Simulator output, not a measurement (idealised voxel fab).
The document below concerns the process module designated voxel spacer lines.
Square cells of 5 nm make up the cross-section cut, whose width is 210 nm.
Square cells in a grid make up a cross-section in this document, and the grid is given as bands, listed from the top down, each one or more rows of cells.
Read a band's entry like this: the first values are the height of its top and the height of its bottom in nm, and what follows is the sequence of materials from left to right, each with its width in nm. Note that "blank" is empty space, and that a single material marked "everywhere" reaches across the band from edge to edge.
Heights are measured from 0, the level below which the as-received wafer is all one material; the lowest band has no bottom and continues downward, written as in "z 0 and below".
Graded width ("30..40"): value in top row of band = first number; value in bottom row = second number; row-to-row change constant.
What does "changes: none" mean for a step? It means no cell of the cross-section changed in that step.
So "Closed empty spaces" is basically the list of trapped voids: any empty space of 8 cells or more that can't reach the top through an opening. They're written width x height at distance, the distance being from the left edge, and it's all nm.
Formally, on a step line, whatever follows the settings is a remark that the simulator itself makes on the step.
If you see "overlay nm" on a step's line and that step has a mask, it's telling you how far right of where it was planned the mask ended up; a negative number means it went left instead.
Process steps foreseen in the plan
1,RECEIVE | material Si
2,CONFORMAL_DEP | material Al2O3 | thk nm 10
3,DIRECTIONAL_DEP | material TiN | thk nm 10
4,DIRECTIONAL_DEP | material polySi | thk nm 30
5,PATTERN | tone cover | mask id MANDREL | material resist | width nm 15 | pitch nm 50 | thk nm 40 | overlay nm 0
6,DIRECTIONAL_ETCH | etch materials polySi | depth nm 30
7,STRIP | etch materials resist
8,CONFORMAL_DEP | material SiO2 | thk nm 10
9,DIRECTIONAL_ETCH | etch materials SiO2 | depth nm 10
10,STRIP | etch materials polySi
11,DIRECTIONAL_ETCH | etch materials TiN | depth nm 10
12,STRIP | etch materials SiO2
The cross-section here shows the wafer as received, i.e. in its state after step 1
z 0 and below: Si everywhere
Closed empty spaces: none
Cross-section, first of two wafers, end of module, run as planned
z 20 to 10: blank: 35  TiN: 10  blank: 15  TiN: 10  blank: 15  TiN: 10  blank: 15  TiN: 10  blank: 15  TiN: 10  blank: 15  TiN: 10  blank: 40
z 10 to 0: Al2O3 everywhere
z 0 and below: Si everywhere
Closed empty spaces: none
Module end: cross-section of wafer two of two. Same start and process plan as the first wafer. One mistake during execution
z 20 to 10: blank: 30  TiN: 10  blank: 25  TiN: 10  blank: 5  TiN: 10  blank: 25  TiN: 10  blank: 5  TiN: 10  blank: 25  TiN: 10  blank: 35
z 10 to 0: Al2O3 everywhere
z 0 and below: Si everywhere
Closed empty spaces: none
Which mistake was made when the wafer was run? the process deviated at step 5: the operation and settings actually run there were PATTERN | tone cover | mask id MANDREL | material resist | width nm 25 | pitch nm 50 | thk nm 40 | overlay nm 0
When the process is done, the second wafer contains the same cell count of every material as the first wafer, but distributed over other locations.
